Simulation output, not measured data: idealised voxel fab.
This section sets out a process module, namely voxel ribs on slabs.
The width of the displayed cross-section, cut, is 145 nm; its cells are square, with a size of 5 nm.
Reading order for cross-sections: top band down to bottom band. Underlying form: a grid of square cells. Band size: one or more rows of cells. Look at the band entry: it leads with the top's height and the bottom's height in nm. Then it lists the materials left to right, with a width in nm for each. The word "all across" on a single material says that material fills the band edge to edge. The word "empty" is empty space. Basically, 0 is our baseline, since under it the wafer straight out of the box is all one material. The bottom band has no lower end and keeps on going down, so it looks like "top 0, no bottom". It should be noted that a width expressed as "30..40" varies in equal increments from row to row of cells within the band, taking the value of the first number at the top row and that of the second number at the bottom row. "changes: none" after a step means that no cell of the cross-section changed. "Voids, enclosed" specifies each empty space that is not open to the top and that occupies no fewer than 8 cells, using the form width x height at distance, the distance measured from the left edge and all three quantities in nm. Post-settings text on a step line: simulator's own remark regarding the step. What "overlay nm" on a step's line means: if the step has a mask, that mask lay this far to the right of its planned place, or, when the value is negative, to the left.

Listed below are the process steps as planned
- 1: RECEIVE, material Si
- 2: DIRECTIONAL_DEP, material SiO2, thk nm 30
- 3: DIRECTIONAL_DEP, material polySi, thk nm 20
- 4: DIRECTIONAL_DEP, material aC, thk nm 15
- 5: PATTERN, tone cover, mask id RIB, material resist, width nm 30, thk nm 35, overlay nm 0
- 6: DIRECTIONAL_ETCH, etch materials aC, depth nm 15
- 7: STRIP, etch materials resist
- 8: DIRECTIONAL_ETCH, etch materials polySi, depth nm 15
- 9: STRIP, etch materials aC
- 10: PATTERN, tone cover, mask id SLAB, material resist, width nm 90, thk nm 15, overlay nm 0
- 11: DIRECTIONAL_ETCH, etch materials polySi, depth nm 5
- 12: STRIP, etch materials resist
- 13: FILL_DEP, material SiO2, thk nm 25
- 14: CMP, height nm 70
- 15: DIRECTIONAL_DEP, material TiN, thk nm 5
- 16: PATTERN, tone cover, mask id HEATER, material resist, width nm 40, thk nm 15, overlay nm 0
- 17: DIRECTIONAL_ETCH, etch materials TiN, depth nm 5
- 18: STRIP, etch materials resist
- 19: CONFORMAL_DEP, material SiO2, thk nm 10

This is the cross-section of the wafer as we received it, i.e. after step 1
  top 0, no bottom = Si all across
  Voids, enclosed: none

Sectioned view, first of two wafers, at the close of the module, processed as intended in the plan
  top 85, bottom 80 = 40 empty, then 60 SiO2, then 45 empty
  top 80, bottom 75 = SiO2 all across
  top 75, bottom 70 = 50 SiO2, then 40 TiN, then 55 SiO2
  top 70, bottom 50 = SiO2 all across
  top 50, bottom 35 = 55 SiO2, then 30 polySi, then 60 SiO2
  top 35, bottom 30 = 25 SiO2, then 90 polySi, then 30 SiO2
  top 30, bottom 0 = SiO2 all across
  top 0, no bottom = Si all across
  Voids, enclosed: none

Cross-sectional view: second of two wafers, end of module; start and plan identical to the first, one mistake in running
  top 85, bottom 80 = 40 empty, then 60 SiO2, then 45 empty
  top 80, bottom 75 = SiO2 all across
  top 75, bottom 70 = 50 SiO2, then 40 TiN, then 55 SiO2
  top 70, bottom 50 = SiO2 all across
  top 50, bottom 35 = 55 SiO2, then 30 polySi, then 60 SiO2
  top 35, bottom 30 = 30 SiO2, then 90 polySi, then 25 SiO2
  top 30, bottom 0 = SiO2 all across
  top 0, no bottom = Si all across
  Voids, enclosed: none
So what did we get wrong on this run? rather than as planned, step 10 actually ran as PATTERN, tone cover, mask id SLAB, material resist, width nm 90, thk nm 15, overlay nm 5
The two final wafers agree on how many cells each material fills and disagree on which cells those are.
